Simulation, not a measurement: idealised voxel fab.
The following is a process module called voxel wiring stack.
The width of the displayed cross-section, cut, is 215 nm; its cells are square, with a size of 5 nm.
In this document a cross-section is written as a grid of square cells. It is given as a series of bands, listed from the top down, and a band is one or more rows of cells.
Quick guide to a band line: top height, bottom height (nm) up front; then every material left to right with its width in nm. Only one material and it's marked "full width"? Then it fills the band edge to edge. And "blank" just means empty space.
Height datum 0, below which the as-received substrate wafer is one material. Lowest band open at the bottom, running downward: "0 down".
It should be noted that a width expressed as "30->40" varies in equal increments from row to row of cells within the band, taking the value of the first number at the top row and that of the second number at the bottom row.
Where a step carries "left unchanged", the cross-section came out of it unchanged, cell for cell.
"Trapped void list" means: voids of 8 cells or more that are shut off from the top with no open way through. Written width x height at distance, distance from the left edge, in nm.
Read whatever lies past the settings on a step's line as the simulator's own remark about the step.
On any step carrying a mask, the "overlay nm" setting, if present on the step's line, tells how far right of its planned place the mask lay; negative values point to the left.

### Here's what the planned process steps look like
- 1: RECEIVE,material Si
- 2: CONFORMAL_DEP,material SiO2,thk nm 15
- 3: DIRECTIONAL_DEP,material TiN,thk nm 5
- 4: DIRECTIONAL_DEP,material W,thk nm 25
- 5: MASKED_ETCH,tone cover,mask id METAL_1,width nm 25,pitch nm 50,etch materials W,depth nm 25,overlay nm 0
- 6: MASKED_ETCH,tone cover,mask id METAL_1,width nm 25,pitch nm 50,etch materials TiN,depth nm 5,overlay nm 0
- 7: CONFORMAL_DEP,material SiCN,thk nm 5
- 8: FILL_DEP,material lowk,thk nm 10
- 9: CMP,height nm 45
- 10: CONFORMAL_DEP,material SiCN,thk nm 5
- 11: DIRECTIONAL_DEP,material lowk,thk nm 10
- 12: DIRECTIONAL_DEP,material aC,thk nm 15
- 13: PATTERN,tone open,mask id PLUG_1,material resist,width nm 15,pitch nm 50,thk nm 35,overlay nm 0
- 14: DIRECTIONAL_ETCH,etch materials aC,depth nm 15
- 15: STRIP,etch materials resist
- 16: DIRECTIONAL_ETCH,etch materials lowk,depth nm 10
- 17: DIRECTIONAL_ETCH,etch materials SiCN,depth nm 5
- 18: STRIP,etch materials aC
- 19: CONFORMAL_DEP,material TiN,thk nm 5
- 20: FILL_DEP,material W,thk nm 5
- 21: CMP,height nm 60
- 22: DIRECTIONAL_DEP,material TiN,thk nm 5
- 23: DIRECTIONAL_DEP,material W,thk nm 15
- 24: MASKED_ETCH,tone cover,mask id METAL_2,width nm 25,pitch nm 50,etch materials W,depth nm 15,overlay nm 0
- 25: MASKED_ETCH,tone cover,mask id METAL_2,width nm 25,pitch nm 50,etch materials TiN,depth nm 5,overlay nm 0
- 26: CONFORMAL_DEP,material SiN,thk nm 5
- 27: FILL_DEP,material SiO2,thk nm 5
- 28: CMP,height nm 80
- 29: CONFORMAL_DEP,material SiCN,thk nm 5
- 30: DIRECTIONAL_DEP,material SiO2,thk nm 25
- 31: DIRECTIONAL_DEP,material aC,thk nm 15
- 32: PATTERN,tone open,mask id METAL_3,material resist,width nm 25,pitch nm 50,thk nm 30,overlay nm 0
- 33: DIRECTIONAL_ETCH,etch materials aC,depth nm 15
- 34: STRIP,etch materials resist
- 35: DIRECTIONAL_ETCH,etch materials SiO2,depth nm 15
- 36: STRIP,etch materials aC
- 37: PATTERN,tone open,mask id METAL_3_HOLES,material resist,width nm 15,thk nm 20,overlay nm 0
- 38: DIRECTIONAL_ETCH,etch materials SiO2,depth nm 10
- 39: DIRECTIONAL_ETCH,etch materials SiCN,depth nm 5
- 40: STRIP,etch materials resist
- 41: CONFORMAL_DEP,material TiN,thk nm 5
- 42: FILL_DEP,material Ru,thk nm 10
- 43: CMP,height nm 110
- 44: CONFORMAL_DEP,material SiN,thk nm 5

### as received, after step 1
* 0 down  Si full width
* Trapped void list: none

### a wafer at the end: this start, this plan, one mistake
* 115 to 110  SiN full width
* 110 to 100  SiO2 70 / TiN 5 / Ru 15 / TiN 5 / SiO2 25 / TiN 5 / Ru 15 / TiN 5 / SiO2 70
* 100 to 95  SiO2 70 / TiN 5 / Ru 5 / TiN 15 / SiO2 25 / TiN 25 / SiO2 70
* 95 to 85  SiO2 70 / TiN 5 / Ru 5 / TiN 5 / SiO2 130
* 85 to 80  SiCN 70 / TiN 15 / SiCN 130
* 80 to 70  SiO2 65 / SiN 5 / W 25 / SiN 5 / SiO2 15 / SiN 5 / W 25 / SiN 5 / SiO2 65
* 70 to 65  SiO2 60 / SiN 10 / W 25 / SiN 5 / SiO2 10 / SiN 10 / W 25 / SiN 5 / SiO2 65
* 65 to 60  SiN 65 / TiN 30 / SiN 20 / TiN 30 / SiN 70
* 60 to 50  lowk 70 / TiN 5 / W 5 / TiN 5 / lowk 35 / TiN 5 / W 5 / TiN 5 / lowk 80
* 50 to 45  SiCN 70 / TiN 15 / SiCN 35 / TiN 15 / SiCN 80
* 45 to 20  lowk 65 / SiCN 5 / W 25 / SiCN 5 / lowk 15 / SiCN 5 / W 25 / SiCN 5 / lowk 65
* 20 to 15  SiCN 70 / TiN 25 / SiCN 25 / TiN 25 / SiCN 70
* 15 to 0  SiO2 full width
* 0 down  Si full width
* Trapped void list: none
Finding, execution versus plan: step 25 changed vs plan, executed as MASKED_ETCH,tone cover,mask id METAL_2,width nm 25,pitch nm 50,etch materials TiN,depth nm 5,overlay nm -5
